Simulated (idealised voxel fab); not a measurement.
voxel released beams: a process module
Section shown: cut. Width: 210 nm. Cell size: 5 nm, square.
A cross-section in this document is a grid of square cells, and it is written down as bands, the top band listed before the ones below it; a band is made up of one or more rows of cells.
Quick guide to a band line: top height, bottom height (nm) up front; then every material left to right with its width in nm. Only one material and it's marked "all across"? Then it fills the band edge to edge. And "empty" just means empty space.
A quick word on heights: they are counted from 0, and under that level the wafer as it came to us is one material throughout. The lowest band is different from the rest in having no bottom; it simply continues downward, written as in "0 and below".
So if you see something like "30..40" for the width, read it as the top row of the band sitting at the first number and the bottom row at the second, with every row in between moving by the same amount as the last.
No cell of the cross-section changed in a step that is given as "no change occurred".
Closed-off voids of 8+ cells (no open route to the top) go in "Enclosed internal voids", written width x height at distance from the left edge, in nm.
Post-settings text on a step line: simulator's own remark regarding the step.
What "overlay nm" on a step's line means: if the step has a mask, that mask lay this far to the right of its planned place, or, when the value is negative, to the left.
Process steps foreseen in the plan
1. RECEIVE with material Si
2. CONFORMAL_DEP with material SiN, thk nm 5
3. DIRECTIONAL_DEP with material SiO2, thk nm 10
4. DIRECTIONAL_DEP with material aC, thk nm 15
5. PATTERN with tone open, mask id ANCHOR, material resist, width nm 35, thk nm 35, overlay nm 0
6. DIRECTIONAL_ETCH with etch materials aC, depth nm 15
7. STRIP with etch materials resist
8. DIRECTIONAL_ETCH with etch materials SiO2, depth nm 10
9. STRIP with etch materials aC
10. CONFORMAL_DEP with material W, thk nm 15
11. DIRECTIONAL_DEP with material aC, thk nm 15
12. PATTERN with tone cover, mask id BEAM, material resist, width nm 120, thk nm 30, overlay nm 0
13. DIRECTIONAL_ETCH with etch materials aC, depth nm 15
14. STRIP with etch materials resist
15. DIRECTIONAL_ETCH with etch materials W, depth nm 15
16. STRIP with etch materials aC
17. STRIP with etch materials SiO2
What follows covers the first of two wafers; it ran as planned
Here's what the wafer looked like in cross-section when it arrived - that's after step 1
* 0 and below: Si all across
* Enclosed internal voids: none
You're looking at a cross-section of the wafer after step 2
* 5 down to 0: SiN all across
* Anything lower than 0 is untouched.
You're looking at a cross-section of the wafer after step 3
* 15 down to 5: SiO2 all across
* Anything lower than 5 is untouched.
You're looking at a cross-section of the wafer after step 4
* 30 down to 15: aC all across
* Anything lower than 15 is untouched.
You're looking at a cross-section of the wafer after step 5
* 65 down to 30: 45 nm resist / 35 nm empty / 130 nm resist
* Anything lower than 30 is untouched.
You're looking at a cross-section of the wafer after step 6
* 50 down to 30: 45 nm resist / 35 nm empty / 130 nm resist
* 30 down to 15: 45 nm aC / 35 nm empty / 130 nm aC
* Anything lower than 15 is untouched.
You're looking at a cross-section of the wafer after step 7
* 30 down to 15: 45 nm aC / 35 nm empty / 130 nm aC
* Anything lower than 15 is untouched.
You're looking at a cross-section of the wafer after step 8
* 30 down to 15: 45 nm aC / 35 nm empty / 130 nm aC
* 15 down to 5: 45 nm SiO2 / 35 nm empty / 130 nm SiO2
* Anything lower than 5 is untouched.
You're looking at a cross-section of the wafer after step 9
* 15 down to 5: 45 nm SiO2 / 35 nm empty / 130 nm SiO2
* Anything lower than 5 is untouched.
You're looking at a cross-section of the wafer after step 10
* 30 down to 20: 60 nm W / 5 nm empty / 145 nm W
* 20 down to 15: W all across
* 15 down to 5: 45 nm SiO2 / 35 nm W / 130 nm SiO2
* Anything lower than 5 is untouched.
You're looking at a cross-section of the wafer after step 11
* 45 down to 35: 60 nm aC / 5 nm empty / 145 nm aC
* 35 down to 30: aC all across
* 30 down to 20: 60 nm W / 5 nm aC / 145 nm W
* Anything lower than 20 is untouched.
You're looking at a cross-section of the wafer after step 12
* 75 down to 45: 40 nm empty / 120 nm resist / 50 nm empty
* 45 down to 35: 60 nm aC / 5 nm resist / 145 nm aC
* Anything lower than 35 is untouched.
You're looking at a cross-section of the wafer after step 13
* 60 down to 45: 40 nm empty / 120 nm resist / 50 nm empty
* 45 down to 35: 40 nm empty / 20 nm aC / 5 nm resist / 95 nm aC / 50 nm empty
* 35 down to 30: 40 nm empty / 120 nm aC / 50 nm empty
* Anything lower than 30 is untouched.
You're looking at a cross-section of the wafer after step 14
* 45 down to 35: 40 nm empty / 20 nm aC / 5 nm empty / 95 nm aC / 50 nm empty
* Anything lower than 35 is untouched.
You're looking at a cross-section of the wafer after step 15
* 45 down to 35: 40 nm empty / 20 nm aC / 5 nm empty / 95 nm aC / 50 nm empty
* 35 down to 30: 40 nm empty / 120 nm aC / 50 nm empty
* 30 down to 20: 40 nm empty / 20 nm W / 5 nm aC / 95 nm W / 50 nm empty
* 20 down to 15: 40 nm empty / 120 nm W / 50 nm empty
* Anything lower than 15 is untouched.
You're looking at a cross-section of the wafer after step 16
* 30 down to 20: 40 nm empty / 20 nm W / 5 nm empty / 95 nm W / 50 nm empty
* Anything lower than 20 is untouched.
You're looking at a cross-section of the wafer after step 17
* 30 down to 20: 40 nm empty / 20 nm W / 5 nm empty / 95 nm W / 50 nm empty
* 20 down to 15: 40 nm empty / 120 nm W / 50 nm empty
* 15 down to 5: 45 nm empty / 35 nm W / 130 nm empty
* Anything lower than 5 is untouched.
The remaining wafer, second of the two, started like the first and was run to the same plan, except that one mistake was made along the way; the two coincide through step 4, inclusive
Second wafer profile in section, at the moment step 5 of the plan was meant to be complete
* 65 down to 30: 45 nm empty / 35 nm resist / 130 nm empty
* Anything lower than 30 is untouched.
Second wafer profile in section, at the moment step 6 of the plan was meant to be complete
* 50 down to 30: 45 nm empty / 35 nm resist / 130 nm empty
* 30 down to 15: 45 nm empty / 35 nm aC / 130 nm empty
* Anything lower than 15 is untouched.
Second wafer profile in section, at the moment step 7 of the plan was meant to be complete
* 30 down to 15: 45 nm empty / 35 nm aC / 130 nm empty
* Anything lower than 15 is untouched.
Second wafer profile in section, at the moment step 8 of the plan was meant to be complete
* 30 down to 15: 45 nm empty / 35 nm aC / 130 nm empty
* 15 down to 5: 45 nm empty / 35 nm SiO2 / 130 nm empty
* Anything lower than 5 is untouched.
Second wafer profile in section, at the moment step 9 of the plan was meant to be complete
* 15 down to 5: 45 nm empty / 35 nm SiO2 / 130 nm empty
* Anything lower than 5 is untouched.
Second wafer profile in section, at the moment step 10 of the plan was meant to be complete
* 30 down to 20: 30 nm empty / 65 nm W / 115 nm empty
* 20 down to 15: W all across
* 15 down to 5: 45 nm W / 35 nm SiO2 / 130 nm W
* Anything lower than 5 is untouched.
Second wafer profile in section, at the moment step 11 of the plan was meant to be complete
* 45 down to 35: 30 nm empty / 65 nm aC / 115 nm empty
* 35 down to 30: aC all across
* 30 down to 20: 30 nm aC / 65 nm W / 115 nm aC
* Anything lower than 20 is untouched.
Second wafer profile in section, at the moment step 12 of the plan was meant to be complete
* 75 down to 45: 40 nm empty / 120 nm resist / 50 nm empty
* 45 down to 35: 30 nm empty / 65 nm aC / 65 nm resist / 50 nm empty
* Anything lower than 35 is untouched.
Second wafer profile in section, at the moment step 13 of the plan was meant to be complete
* 60 down to 45: 40 nm empty / 120 nm resist / 50 nm empty
* 45 down to 35: 40 nm empty / 55 nm aC / 65 nm resist / 50 nm empty
* 35 down to 30: 40 nm empty / 120 nm aC / 50 nm empty
* 30 down to 20: 30 nm empty / 65 nm W / 65 nm aC / 50 nm empty
* Anything lower than 20 is untouched.
Second wafer profile in section, at the moment step 14 of the plan was meant to be complete
* 45 down to 35: 40 nm empty / 55 nm aC / 115 nm empty
* Anything lower than 35 is untouched.
Second wafer profile in section, at the moment step 15 of the plan was meant to be complete
* 45 down to 35: 40 nm empty / 55 nm aC / 115 nm empty
* 35 down to 30: 40 nm empty / 120 nm aC / 50 nm empty
* 30 down to 20: 40 nm empty / 55 nm W / 65 nm aC / 50 nm empty
* 20 down to 15: 40 nm empty / 120 nm W / 50 nm empty
* 15 down to 5: 30 nm empty / 15 nm W / 35 nm SiO2 / 80 nm W / 50 nm empty
* Anything lower than 5 is untouched.
Second wafer profile in section, at the moment step 16 of the plan was meant to be complete
* 30 down to 20: 40 nm empty / 55 nm W / 115 nm empty
* Anything lower than 20 is untouched.
Second wafer profile in section, at the moment step 17 of the plan was meant to be complete: no change occurred
Where did the run depart from the plan? rather than as planned, step 5 actually ran as PATTERN with tone cover, mask id ANCHOR, material resist, width nm 35, thk nm 35, overlay nm 0
Wrapping up, a cell-based count of both wafers puts the second over or under the first for these materials: 14 more of SiO2
